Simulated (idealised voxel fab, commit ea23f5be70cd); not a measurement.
The following process module bears the name voxel air gaps.
Cross-section cut: width 210 nm, square cells of 5 nm.
In what follows, cross-sections appear as grids of square cells, described through bands that run from the top down, where every band is one or more rows of cells.
This entry defines a band. It first specifies the height of the band's top and the height of its bottom in nm, and then specifies the band's materials from left to right, stating each material with its width in nm. The word "full width" identifies a single material that fills the band from edge to edge, while the word "blank" identifies empty space.
Convention: height 0 is the level below which the wafer, as received, is all one material. The lowest band does not terminate at the bottom but continues downward, represented as "from 0 down".
Read "30..40" as a graded width: first number on top, second number at the bottom, same change between each pair of neighbouring rows.
Where the words "no modifications" appear for a step, the cross-section shows no cell changed by that step; every cell remained as before.
What "Voids, enclosed" gives you is every empty space of 8 cells or more that is cut off from the top. Each appears as width x height at distance, with the distance taken from the left edge and width, height and distance all in nm.
What comes after the settings on a step's line is commentary from the simulator itself on that step.
overlay nm: mask right of planned place by this much (step with mask). Neg. = left.
The process steps that were planned are listed below:
- 1: RECEIVE [material Si]
- 2: CONFORMAL_DEP [material SiO2] [thk nm 10]
- 3: CONFORMAL_DEP [material SiCN] [thk nm 5]
- 4: DIRECTIONAL_DEP [material lowk] [thk nm 35]
- 5: MASKED_ETCH [tone open] [mask id LINES] [width nm 20] [pitch nm 50] [etch materials lowk] [depth nm 35] [overlay nm 0]
- 6: CONFORMAL_DEP [material TiN] [thk nm 5]
- 7: FILL_DEP [material W] [thk nm 5]
- 8: CMP [height nm 50]
- 9: EPI [material Ru] [thk nm 10]
- 10: SELECTIVE_ETCH [etch materials lowk] [depth nm 45]
- 11: CONFORMAL_DEP [material SiCN] [thk nm 5]
Incoming wafer, cross-sectional view, post step 1:
* from 0 down: Si full width
* Voids, enclosed: none
The plan above was carried out on the starting structure above with one mistake, and this cross-section shows the wafer at the end of the module:
* from 65 to 60: 5 blank  205 SiCN
* from 60 to 50: 5 blank  5 SiCN  45 Ru  5 SiCN  45 Ru  5 SiCN  45 Ru  5 SiCN  45 Ru  5 SiCN
* from 50 to 45: 5 blank  15 SiCN  5 TiN  15 W  5 TiN  25 SiCN  5 TiN  15 W  5 TiN  25 SiCN  5 TiN  15 W  5 TiN  25 SiCN  5 TiN  15 W  5 TiN  15 SiCN
* from 45 to 20: 15 blank  5 SiCN  5 TiN  15 W  5 TiN  5 SiCN  15 blank  5 SiCN  5 TiN  15 W  5 TiN  5 SiCN  15 blank  5 SiCN  5 TiN  15 W  5 TiN  5 SiCN  15 blank  5 SiCN  5 TiN  15 W  5 TiN  5 SiCN  10 blank
* from 20 to 15: 20 SiCN  25 TiN  25 SiCN  25 TiN  25 SiCN  25 TiN  25 SiCN  25 TiN  15 SiCN
* from 15 to 10: SiCN full width
* from 10 to 0: SiO2 full width
* from 0 down: Si full width
* Voids, enclosed: 15 x 25 at 50; 15 x 25 at 100; 15 x 25 at 150; 10 x 25 at 200
It is concluded that the wafer was processed incorrectly with respect to the plan, in that it should be noted that step 5 was executed with settings other than those planned, the operation and settings actually applied being MASKED_ETCH [tone open] [mask id LINES] [width nm 25] [pitch nm 50] [etch materials lowk] [depth nm 35] [overlay nm 0]
